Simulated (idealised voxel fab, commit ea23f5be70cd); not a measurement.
process module | voxel capacitor over wiring
cross-section cut | 190 nm wide | cells 5 nm
A cross-section is a grid of square cells, given in bands from the top down. A band is one or more rows of cells.
Each band's line starts with the height of the band's top and of its bottom, in nm. Then come its materials from left to right, each with its width in nm. One material with "throughout" fills the band from edge to edge. "air" is empty space.
Height 0 is the level under which the wafer as received is all one material. The lowest band goes on downwards, as in "0 down".
A width such as "30 to 40" changes by the same amount from each row of cells to the next, from the band's top row to its bottom row.
"no change" after a step means that no cell of the cross-section changed.
closed voids: empty space of 8 cells or more with no open way to the top, each as width x height at its distance from the left edge, in nm
after a step's settings: what the simulator itself notes on the step
overlay nm, on a step with a mask: how far to the right of its planned place the mask lay; to the left if negative
plan
1 op RECEIVE | material Si
2 op CONFORMAL_DEP | material SiO2 | thk nm 15
3 op DIRECTIONAL_DEP | material TiN | thk nm 5
4 op DIRECTIONAL_DEP | material Ru | thk nm 15
5 op PATTERN | tone cover | mask id METAL_1 | material resist | width nm 30 | pitch nm 95 | thk nm 20 | overlay nm 0
6 op DIRECTIONAL_ETCH | etch materials Ru | depth nm 15
7 op DIRECTIONAL_ETCH | etch materials TiN | depth nm 5
8 op STRIP | etch materials resist
9 op FILL_DEP | material lowk | thk nm 5
10 op CMP | height nm 35
11 op CONFORMAL_DEP | material SiCN | thk nm 5
12 op DIRECTIONAL_DEP | material SiO2 | thk nm 20
13 op DIRECTIONAL_DEP | material aC | thk nm 10
14 op PATTERN | tone open | mask id PLUG_1 | material resist | width nm 15 | thk nm 25 | overlay nm 0
15 op DIRECTIONAL_ETCH | etch materials aC | depth nm 10
16 op STRIP | etch materials resist
17 op DIRECTIONAL_ETCH | etch materials SiO2 | depth nm 20
18 op DIRECTIONAL_ETCH | etch materials SiCN | depth nm 5
19 op STRIP | etch materials aC
20 op EPI | material Ru | thk nm 10
21 op EPI | material Ru | thk nm 10
22 op EPI | material Ru | thk nm 5
23 op DIRECTIONAL_DEP | material TiN | thk nm 5
24 op DIRECTIONAL_DEP | material Al2O3 | thk nm 5
25 op DIRECTIONAL_DEP | material TiN | thk nm 10
26 op DIRECTIONAL_DEP | material aC | thk nm 10
27 op PATTERN | tone cover | mask id UPPER_PLATE | material resist | width nm 70 | thk nm 25 | overlay nm 0
28 op DIRECTIONAL_ETCH | etch materials aC | depth nm 10
29 op STRIP | etch materials resist
30 op DIRECTIONAL_ETCH | etch materials TiN | depth nm 10
31 op DIRECTIONAL_ETCH | etch materials Al2O3 | depth nm 5
32 op STRIP | etch materials aC
33 op DIRECTIONAL_DEP | material aC | thk nm 15
34 op PATTERN | tone cover | mask id LOWER_PLATE | material resist | width nm 80 | thk nm 35 | overlay nm 0
35 op DIRECTIONAL_ETCH | etch materials aC | depth nm 15
36 op STRIP | etch materials resist
37 op DIRECTIONAL_ETCH | etch materials TiN | depth nm 5
38 op STRIP | etch materials aC
39 op FILL_DEP | material SiO2 | thk nm 15
40 op CMP | height nm 90
41 op MASKED_ETCH | tone open | mask id PLUG_2 | width nm 15 | etch materials SiO2 | depth nm 10 | overlay nm 0
42 op CONFORMAL_DEP | material TiN | thk nm 5
43 op FILL_DEP | material W | thk nm 10
44 op CMP | height nm 90
45 op CONFORMAL_DEP | material SiCN | thk nm 5
first wafer, as planned
as received, after step 1
  0 down: Si throughout
  closed voids: none
after step 2
  15 to 0: SiO2 throughout
  below 0: unchanged
after step 3
  20 to 15: TiN throughout
  below 15: unchanged
after step 4
  35 to 20: Ru throughout
  below 20: unchanged
after step 5
  55 to 35: air 30 | resist 30 | air 65 | resist 30 | air 35
  below 35: unchanged
after step 6
  55 to 35: air 30 | resist 30 | air 65 | resist 30 | air 35
  35 to 20: air 30 | Ru 30 | air 65 | Ru 30 | air 35
  below 20: unchanged
after step 7
  55 to 35: air 30 | resist 30 | air 65 | resist 30 | air 35
  35 to 20: air 30 | Ru 30 | air 65 | Ru 30 | air 35
  20 to 15: air 30 | TiN 30 | air 65 | TiN 30 | air 35
  below 15: unchanged
after step 8
  35 to 20: air 30 | Ru 30 | air 65 | Ru 30 | air 35
  below 20: unchanged
after step 9
  40 to 35: lowk throughout
  35 to 20: lowk 30 | Ru 30 | lowk 65 | Ru 30 | lowk 35
  20 to 15: lowk 30 | TiN 30 | lowk 65 | TiN 30 | lowk 35
  below 15: unchanged
after step 10
  35 to 20: lowk 30 | Ru 30 | lowk 65 | Ru 30 | lowk 35
  below 20: unchanged
after step 11
  40 to 35: SiCN throughout
  below 35: unchanged
after step 12
  60 to 40: SiO2 throughout
  below 40: unchanged
after step 13
  70 to 60: aC throughout
  below 60: unchanged
after step 14
  95 to 70: resist 45 | air 15 | resist 130
  below 70: unchanged
after step 15
  85 to 70: resist 45 | air 15 | resist 130
  70 to 60: aC 45 | air 15 | aC 130
  below 60: unchanged
after step 16
  70 to 60: aC 45 | air 15 | aC 130
  below 60: unchanged
after step 17
  70 to 60: aC 45 | air 15 | aC 130
  60 to 40: SiO2 45 | air 15 | SiO2 130
  below 40: unchanged
after step 18
  70 to 60: aC 45 | air 15 | aC 130
  60 to 40: SiO2 45 | air 15 | SiO2 130
  40 to 35: SiCN 45 | air 15 | SiCN 130
  below 35: unchanged
after step 19
  60 to 40: SiO2 45 | air 15 | SiO2 130
  below 40: unchanged
after step 20
  60 to 45: SiO2 45 | air 15 | SiO2 130
  45 to 40: SiO2 45 | Ru 15 | SiO2 130
  40 to 35: SiCN 45 | Ru 15 | SiCN 130
  below 35: unchanged
after step 21
  60 to 55: SiO2 45 | air 15 | SiO2 130
  55 to 40: SiO2 45 | Ru 15 | SiO2 130
  below 40: unchanged
after step 22
  60 to 40: SiO2 45 | Ru 15 | SiO2 130
  below 40: unchanged
after step 23
  65 to 60: TiN throughout
  below 60: unchanged
after step 24
  70 to 65: Al2O3 throughout
  below 65: unchanged
after step 25
  80 to 70: TiN throughout
  below 70: unchanged
after step 26
  90 to 80: aC throughout
  below 80: unchanged
after step 27
  115 to 90: air 45 | resist 70 | air 75
  below 90: unchanged
after step 28
  105 to 90: air 45 | resist 70 | air 75
  90 to 80: air 45 | aC 70 | air 75
  below 80: unchanged
after step 29
  90 to 80: air 45 | aC 70 | air 75
  below 80: unchanged
after step 30
  90 to 80: air 45 | aC 70 | air 75
  80 to 70: air 45 | TiN 70 | air 75
  below 70: unchanged
after step 31
  90 to 80: air 45 | aC 70 | air 75
  80 to 70: air 45 | TiN 70 | air 75
  70 to 65: air 45 | Al2O3 70 | air 75
  below 65: unchanged
after step 32
  80 to 70: air 45 | TiN 70 | air 75
  below 70: unchanged
after step 33
  95 to 80: air 45 | aC 70 | air 75
  80 to 70: aC 45 | TiN 70 | aC 75
  70 to 65: aC 45 | Al2O3 70 | aC 75
  below 65: unchanged
after step 34
  130 to 95: air 40 | resist 80 | air 70
  95 to 80: air 40 | resist 5 | aC 70 | resist 5 | air 70
  below 80: unchanged
after step 35
  115 to 95: air 40 | resist 80 | air 70
  95 to 80: air 40 | resist 5 | aC 70 | resist 5 | air 70
  80 to 70: air 40 | aC 5 | TiN 70 | aC 5 | air 70
  70 to 65: air 40 | aC 5 | Al2O3 70 | aC 5 | air 70
  below 65: unchanged
after step 36
  95 to 80: air 45 | aC 70 | air 75
  below 80: unchanged
after step 37
  95 to 80: air 45 | aC 70 | air 75
  80 to 70: air 40 | aC 5 | TiN 70 | aC 5 | air 70
  70 to 65: air 40 | aC 5 | Al2O3 70 | aC 5 | air 70
  65 to 60: air 40 | TiN 80 | air 70
  below 60: unchanged
after step 38
  80 to 70: air 45 | TiN 70 | air 75
  70 to 65: air 45 | Al2O3 70 | air 75
  below 65: unchanged
after step 39
  95 to 80: SiO2 throughout
  80 to 70: SiO2 45 | TiN 70 | SiO2 75
  70 to 65: SiO2 45 | Al2O3 70 | SiO2 75
  65 to 60: SiO2 40 | TiN 80 | SiO2 70
  below 60: unchanged
after step 40
  90 to 80: SiO2 throughout
  below 80: unchanged
after step 41
  90 to 80: SiO2 55 | air 15 | SiO2 120
  below 80: unchanged
after step 42
  95 to 90: TiN 60 | air 5 | TiN 125
  90 to 85: SiO2 55 | TiN 5 | air 5 | TiN 5 | SiO2 120
  85 to 80: SiO2 55 | TiN 15 | SiO2 120
  below 80: unchanged
after step 43
  105 to 95: W throughout
  95 to 90: TiN 60 | W 5 | TiN 125
  90 to 85: SiO2 55 | TiN 5 | W 5 | TiN 5 | SiO2 120
  below 85: unchanged
after step 44
  90 to 85: SiO2 55 | TiN 5 | W 5 | TiN 5 | SiO2 120
  below 85: unchanged
after step 45
  95 to 90: SiCN throughout
  below 90: unchanged
second wafer: like start, like plan, one mistake. Through step 11 it matches the first wafer
when step 12 should have ended
  80 to 40: SiO2 throughout
  below 40: unchanged
when step 13 should have ended
  90 to 80: aC throughout
  below 80: unchanged
when step 14 should have ended
  115 to 90: resist 45 | air 15 | resist 130
  below 90: unchanged
when step 15 should have ended
  105 to 90: resist 45 | air 15 | resist 130
  90 to 80: aC 45 | air 15 | aC 130
  below 80: unchanged
when step 16 should have ended
  90 to 80: aC 45 | air 15 | aC 130
  below 80: unchanged
when step 17 should have ended
  90 to 80: aC 45 | air 15 | aC 130
  80 to 60: SiO2 45 | air 15 | SiO2 130
  below 60: unchanged
when step 18 should have ended: no change
when step 19 should have ended
  80 to 60: SiO2 45 | air 15 | SiO2 130
  below 60: unchanged
when step 20 should have ended: no change
when step 21 should have ended: no change
when step 22 should have ended: no change
when step 23 should have ended
  85 to 80: TiN 45 | air 15 | TiN 130
  80 to 65: SiO2 45 | air 15 | SiO2 130
  65 to 60: SiO2 45 | TiN 15 | SiO2 130
  below 60: unchanged
when step 24 should have ended
  90 to 85: Al2O3 45 | air 15 | Al2O3 130
  85 to 80: TiN 45 | air 15 | TiN 130
  80 to 70: SiO2 45 | air 15 | SiO2 130
  70 to 65: SiO2 45 | Al2O3 15 | SiO2 130
  below 65: unchanged
when step 25 should have ended
  100 to 90: TiN 45 | air 15 | TiN 130
  90 to 85: Al2O3 45 | air 15 | Al2O3 130
  85 to 80: TiN 45 | air 15 | TiN 130
  80 to 70: SiO2 45 | TiN 15 | SiO2 130
  below 70: unchanged
when step 26 should have ended
  110 to 100: aC 45 | air 15 | aC 130
  100 to 90: TiN 45 | air 15 | TiN 130
  90 to 85: Al2O3 45 | aC 15 | Al2O3 130
  85 to 80: TiN 45 | aC 15 | TiN 130
  below 80: unchanged
when step 27 should have ended
  135 to 110: air 45 | resist 70 | air 75
  110 to 100: aC 45 | resist 15 | aC 130
  100 to 90: TiN 45 | resist 15 | TiN 130
  below 90: unchanged
when step 28 should have ended
  125 to 110: air 45 | resist 70 | air 75
  110 to 100: air 45 | resist 15 | aC 55 | air 75
  below 100: unchanged
when step 29 should have ended
  110 to 100: air 60 | aC 55 | air 75
  100 to 90: TiN 45 | air 15 | TiN 130
  below 90: unchanged
when step 30 should have ended
  110 to 100: air 60 | aC 55 | air 75
  100 to 90: air 60 | TiN 55 | air 75
  below 90: unchanged
when step 31 should have ended
  110 to 100: air 60 | aC 55 | air 75
  100 to 90: air 60 | TiN 55 | air 75
  90 to 85: air 45 | aC 15 | Al2O3 55 | air 75
  below 85: unchanged
when step 32 should have ended
  100 to 90: air 60 | TiN 55 | air 75
  90 to 85: air 60 | Al2O3 55 | air 75
  85 to 80: TiN 45 | air 15 | TiN 130
  below 80: unchanged
when step 33 should have ended
  115 to 100: air 60 | aC 55 | air 75
  100 to 95: aC 45 | air 15 | TiN 55 | aC 75
  95 to 90: aC 60 | TiN 55 | aC 75
  90 to 85: aC 60 | Al2O3 55 | aC 75
  85 to 80: TiN 45 | aC 15 | TiN 130
  below 80: unchanged
when step 34 should have ended
  150 to 115: air 40 | resist 80 | air 70
  115 to 100: air 40 | resist 20 | aC 55 | resist 5 | air 70
  100 to 95: aC 45 | resist 15 | TiN 55 | aC 75
  below 95: unchanged
when step 35 should have ended
  135 to 115: air 40 | resist 80 | air 70
  115 to 100: air 40 | resist 20 | aC 55 | resist 5 | air 70
  100 to 95: air 40 | aC 5 | resist 15 | TiN 55 | aC 5 | air 70
  95 to 90: air 40 | aC 20 | TiN 55 | aC 5 | air 70
  90 to 85: air 40 | aC 20 | Al2O3 55 | aC 5 | air 70
  below 85: unchanged
when step 36 should have ended
  115 to 100: air 60 | aC 55 | air 75
  100 to 95: air 40 | aC 5 | air 15 | TiN 55 | aC 5 | air 70
  below 95: unchanged
when step 37 should have ended
  115 to 100: air 60 | aC 55 | air 75
  100 to 95: air 40 | aC 5 | air 15 | TiN 55 | aC 5 | air 70
  95 to 90: air 40 | aC 20 | TiN 55 | aC 5 | air 70
  90 to 85: air 40 | aC 20 | Al2O3 55 | aC 5 | air 70
  85 to 80: air 40 | TiN 5 | aC 15 | TiN 60 | air 70
  below 80: unchanged
when step 38 should have ended
  100 to 90: air 60 | TiN 55 | air 75
  90 to 85: air 60 | Al2O3 55 | air 75
  85 to 80: air 40 | TiN 5 | air 15 | TiN 60 | air 70
  below 80: unchanged
when step 39 should have ended
  115 to 100: SiO2 throughout
  100 to 90: SiO2 60 | TiN 55 | SiO2 75
  90 to 85: SiO2 60 | Al2O3 55 | SiO2 75
  85 to 80: SiO2 40 | TiN 5 | SiO2 15 | TiN 60 | SiO2 70
  below 80: unchanged
when step 40 should have ended
  90 to 85: SiO2 60 | Al2O3 55 | SiO2 75
  below 85: unchanged
when step 41 should have ended
  90 to 85: SiO2 55 | air 5 | Al2O3 55 | SiO2 75
  85 to 80: SiO2 40 | TiN 5 | SiO2 10 | air 5 | TiN 60 | SiO2 70
  below 80: unchanged
when step 42 should have ended
  95 to 90: TiN throughout
  90 to 85: SiO2 55 | TiN 5 | Al2O3 55 | SiO2 75
  85 to 80: SiO2 40 | TiN 5 | SiO2 10 | TiN 65 | SiO2 70
  below 80: unchanged
when step 43 should have ended
  105 to 95: W throughout
  below 95: unchanged
when step 44 should have ended
  90 to 85: SiO2 55 | TiN 5 | Al2O3 55 | SiO2 75
  below 85: unchanged
when step 45 should have ended
  95 to 90: SiCN throughout
  below 90: unchanged
what went wrong: step 12 was run twice
at the end the second wafer has, in cells: 15 fewer of Ru | 3 more of SiCN | 38 more of SiO2 | 25 fewer of TiN | 1 fewer of W
